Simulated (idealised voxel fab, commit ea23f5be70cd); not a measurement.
The following process module bears the name voxel wiring stack.
This is section cut - it's 250 nm across, gridded in 5 nm square cells.
Heads up, the way a cross-section reads in here is a grid of square cells, handed over as bands from the top down, with every band being one or more rows of cells.
The entry gives the band's vertical extent as a top height and a bottom height in nm, then its horizontal make-up as materials from left to right, each with a width in nm. "blank" stands for empty space; a single material marked "full width" fills the band edge to edge.
Convention: height 0 is the level below which the wafer, as received, is all one material. The lowest band does not terminate at the bottom but continues downward, represented as "top 0, no bottom".
The expression "30 to 40" gives the width at the extremes of the band, the first number at its top row of cells and the second at its bottom row, with the width changing by equal amounts from each row to the next in between.
"no modification", as given for a step, is the statement that not any cell of the cross-section underwent a change during that step.
Entry "Closed internal voids". Content: empty spaces with no open connection to the top, size 8 cells or greater. Each: width x height at distance. Distance: from left edge. Unit: nm.
Post-settings text on a step line: simulator's own remark regarding the step.
"overlay nm" on a masked step: distance the mask lay right of its planned place, negative for left.
The planned process steps are enumerated hereunder:
1) RECEIVE [material Si]
2) CONFORMAL_DEP [material SiO2] [thk nm 10]
3) DIRECTIONAL_DEP [material TiN] [thk nm 5]
4) DIRECTIONAL_DEP [material W] [thk nm 15]
5) DIRECTIONAL_DEP [material aC] [thk nm 10]
6) PATTERN [tone cover] [mask id METAL_1] [material resist] [width nm 30] [pitch nm 50] [thk nm 25] [overlay nm 0]
7) DIRECTIONAL_ETCH [etch materials aC] [depth nm 10]
8) STRIP [etch materials resist]
9) DIRECTIONAL_ETCH [etch materials W] [depth nm 15]
10) DIRECTIONAL_ETCH [etch materials TiN] [depth nm 5]
11) STRIP [etch materials aC]
12) FILL_DEP [material lowk] [thk nm 5]
13) CMP [height nm 30]
14) CONFORMAL_DEP [material SiCN] [thk nm 5]
15) DIRECTIONAL_DEP [material lowk] [thk nm 25]
16) DIRECTIONAL_DEP [material aC] [thk nm 10]
17) PATTERN [tone open] [mask id METAL_2] [material resist] [width nm 30] [pitch nm 50] [thk nm 25] [overlay nm 0]
18) DIRECTIONAL_ETCH [etch materials aC] [depth nm 10]
19) STRIP [etch materials resist]
20) DIRECTIONAL_ETCH [etch materials lowk] [depth nm 15]
21) STRIP [etch materials aC]
22) MASKED_ETCH [tone open] [mask id METAL_2_HOLES] [width nm 15] [pitch nm 50] [etch materials lowk] [depth nm 10] [overlay nm 0]
23) MASKED_ETCH [tone open] [mask id METAL_2_HOLES] [width nm 15] [pitch nm 50] [etch materials SiCN] [depth nm 5] [overlay nm 0]
24) CONFORMAL_DEP [material TiN] [thk nm 5]
25) FILL_DEP [material Cu] [thk nm 10]
26) CMP [height nm 60]
27) CONFORMAL_DEP [material SiCN] [thk nm 5]
28) DIRECTIONAL_DEP [material SiO2] [thk nm 15]
29) PATTERN [tone open] [mask id PLUG_2] [material resist] [width nm 15] [pitch nm 50] [thk nm 15] [overlay nm 0]
30) DIRECTIONAL_ETCH [etch materials SiO2] [depth nm 15]
31) DIRECTIONAL_ETCH [etch materials SiCN] [depth nm 5]
32) STRIP [etch materials resist]
33) EPI [material Ru] [thk nm 10]
34) EPI [material Ru] [thk nm 10]
35) DIRECTIONAL_DEP [material TiN] [thk nm 5]
36) DIRECTIONAL_DEP [material Ru] [thk nm 25]
37) MASKED_ETCH [tone cover] [mask id METAL_3] [width nm 30] [pitch nm 50] [etch materials Ru] [depth nm 25] [overlay nm 0]
38) MASKED_ETCH [tone cover] [mask id METAL_3] [width nm 30] [pitch nm 50] [etch materials TiN] [depth nm 5] [overlay nm 0]
39) CONFORMAL_DEP [material SiCN] [thk nm 5]
40) FILL_DEP [material lowk] [thk nm 5]
41) CMP [height nm 110]
42) CONFORMAL_DEP [material SiCN] [thk nm 5]
Cross-section of the wafer upon arrival, representing the state reached after step 1:
top 0, no bottom | Si full width
Closed internal voids: none
First wafer of two, sectioned at end of module; run went per plan:
top 115, bottom 110 | SiCN full width
top 110, bottom 85 | lowk 55, SiCN 5, Ru 30, SiCN 5, lowk 10, SiCN 5, Ru 30, SiCN 5, lowk 10, SiCN 5, Ru 30, SiCN 5, lowk 55
top 85, bottom 80 | SiCN 60, TiN 30, SiCN 20, TiN 30, SiCN 20, TiN 30, SiCN 60
top 80, bottom 65 | SiO2 60, Ru 15, SiO2 35, Ru 15, SiO2 35, Ru 15, SiO2 75
top 65, bottom 60 | SiCN 60, Ru 15, SiCN 35, Ru 15, SiCN 35, Ru 15, SiCN 75
top 60, bottom 50 | lowk 60, TiN 5, Cu 20, TiN 5, lowk 20, TiN 5, Cu 20, TiN 5, lowk 20, TiN 5, Cu 20, TiN 5, lowk 60
top 50, bottom 45 | lowk 60, TiN 5, Cu 5, TiN 20, lowk 20, TiN 5, Cu 5, TiN 20, lowk 20, TiN 5, Cu 5, TiN 20, lowk 60
top 45, bottom 35 | lowk 60, TiN 5, Cu 5, TiN 5, lowk 35, TiN 5, Cu 5, TiN 5, lowk 35, TiN 5, Cu 5, TiN 5, lowk 75
top 35, bottom 30 | SiCN 60, TiN 15, SiCN 35, TiN 15, SiCN 35, TiN 15, SiCN 75
top 30, bottom 15 | lowk 60, W 30, lowk 20, W 30, lowk 20, W 30, lowk 60
top 15, bottom 10 | lowk 60, TiN 30, lowk 20, TiN 30, lowk 20, TiN 30, lowk 60
top 10, bottom 0 | SiO2 full width
top 0, no bottom | Si full width
Closed internal voids: none
Cross-section, wafer two of two, end of module: same start and plan as wafer one, one error in execution:
top 115, bottom 110 | SiCN full width
top 110, bottom 85 | lowk 55, SiCN 5, Ru 30, SiCN 5, lowk 10, SiCN 5, Ru 30, SiCN 5, lowk 10, SiCN 5, Ru 30, SiCN 5, lowk 55
top 85, bottom 80 | lowk 55, SiCN 5, TiN 30, SiCN 20, TiN 30, SiCN 20, TiN 30, SiCN 25, lowk 35
top 80, bottom 65 | lowk 55, SiCN 5, SiO2 15, Ru 35, SiO2 15, Ru 35, SiO2 15, Ru 35, SiCN 5, lowk 35
top 65, bottom 60 | SiCN 75, Ru 35, SiCN 15, Ru 35, SiCN 15, Ru 35, SiCN 40
top 60, bottom 50 | lowk 60, TiN 5, Cu 20, TiN 5, lowk 20, TiN 5, Cu 20, TiN 5, lowk 20, TiN 5, Cu 20, TiN 5, lowk 60
top 50, bottom 45 | lowk 60, TiN 5, Cu 5, TiN 20, lowk 20, TiN 5, Cu 5, TiN 20, lowk 20, TiN 5, Cu 5, TiN 20, lowk 60
top 45, bottom 35 | lowk 60, TiN 5, Cu 5, TiN 5, lowk 35, TiN 5, Cu 5, TiN 5, lowk 35, TiN 5, Cu 5, TiN 5, lowk 75
top 35, bottom 30 | SiCN 60, TiN 15, SiCN 35, TiN 15, SiCN 35, TiN 15, SiCN 75
top 30, bottom 15 | lowk 60, W 30, lowk 20, W 30, lowk 20, W 30, lowk 60
top 15, bottom 10 | lowk 60, TiN 30, lowk 20, TiN 30, lowk 20, TiN 30, lowk 60
top 10, bottom 0 | SiO2 full width
top 0, no bottom | Si full width
Closed internal voids: none
what went wrong: step 29 did not use the planned setting and instead ran as PATTERN [tone cover] [mask id PLUG_2] [material resist] [width nm 15] [pitch nm 50] [thk nm 15] [overlay nm 0]
Once processing is complete, comparing cell counts shows that the second wafer has more or fewer of certain materials than the first: Ru: 48 more, SiCN: 24 fewer, SiO2: 96 fewer, lowk: 72 more
